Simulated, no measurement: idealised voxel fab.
Presented below is a process module, voxel lift off.
The cross-section on display is named cut; it measures 205 nm wide, and its cells are 5 nm squares.
A cross-section is a grid of square cells, given in bands from the top down. A band is one or more rows of cells.
First you get the band's top height and its bottom height, in nm, and then the materials it's made of, left to right, with each width in nm. If you see a single material with "everywhere", that one covers the band edge to edge. "air" is empty space.
We count height from 0. Below that, the starting wafer is all one material. The lowest band never ends at the bottom but goes on down; see "0..down" for how that is written.
Read "30->40" as a graded width: first number on top, second number at the bottom, same change between each pair of neighbouring rows.
Any step labelled "no modification" changed none of the cells in the cross-section.
Entry "Enclosed void listing" = empty spaces >= 8 cells with no open way to the top; each as width x height at distance, distance from left edge, all nm.
Post-settings text on a step line: simulator's own remark regarding the step.
On any step carrying a mask, the "overlay nm" setting, if present on the step's line, tells how far right of its planned place the mask lay; negative values point to the left.
-- These are the steps we planned for the process
1. RECEIVE,material Si
2. CONFORMAL_DEP,material SiN,thk nm 5
3. PATTERN,tone open,mask id LINES,material resist,width nm 15,pitch nm 40,thk nm 25,overlay nm 0
4. DIRECTIONAL_DEP,material Ru,thk nm 15
5. STRIP,etch materials resist
6. CONFORMAL_DEP,material SiO2,thk nm 5
-- Cross-sectional view of the wafer in its as-received condition, corresponding to the state after step 1
	0..down: Si everywhere
	Enclosed void listing: none
-- Here's the cross-section of the first of our two wafers at the end of the module - it ran as planned
	25..20: air=70 | SiO2=25 | air=15 | SiO2=25 | air=70
	20..10: air=70 | SiO2=5 | Ru=15 | SiO2=5 | air=15 | SiO2=5 | Ru=15 | SiO2=5 | air=70
	10..5: SiO2=75 | Ru=15 | SiO2=25 | Ru=15 | SiO2=75
	5..0: SiN everywhere
	0..down: Si everywhere
	Enclosed void listing: none
-- Wafer two, sectioned after the module: the first wafer's start, the first wafer's plan, and one mistake in how it was run
	25..20: air=70 | SiO2=25 | air=15 | SiO2=25 | air=70
	20..10: air=70 | SiO2=5 | SiN=15 | SiO2=5 | air=15 | SiO2=5 | SiN=15 | SiO2=5 | air=70
	10..5: SiO2=75 | SiN=15 | SiO2=25 | SiN=15 | SiO2=75
	5..0: SiN everywhere
	0..down: Si everywhere
	Enclosed void listing: none
What was the processing mistake? contrary to plan, step 4 was performed as DIRECTIONAL_DEP,material SiN,thk nm 15
Final cells, second wafer relative to first, materials higher or lower: Ru -18, SiN +18
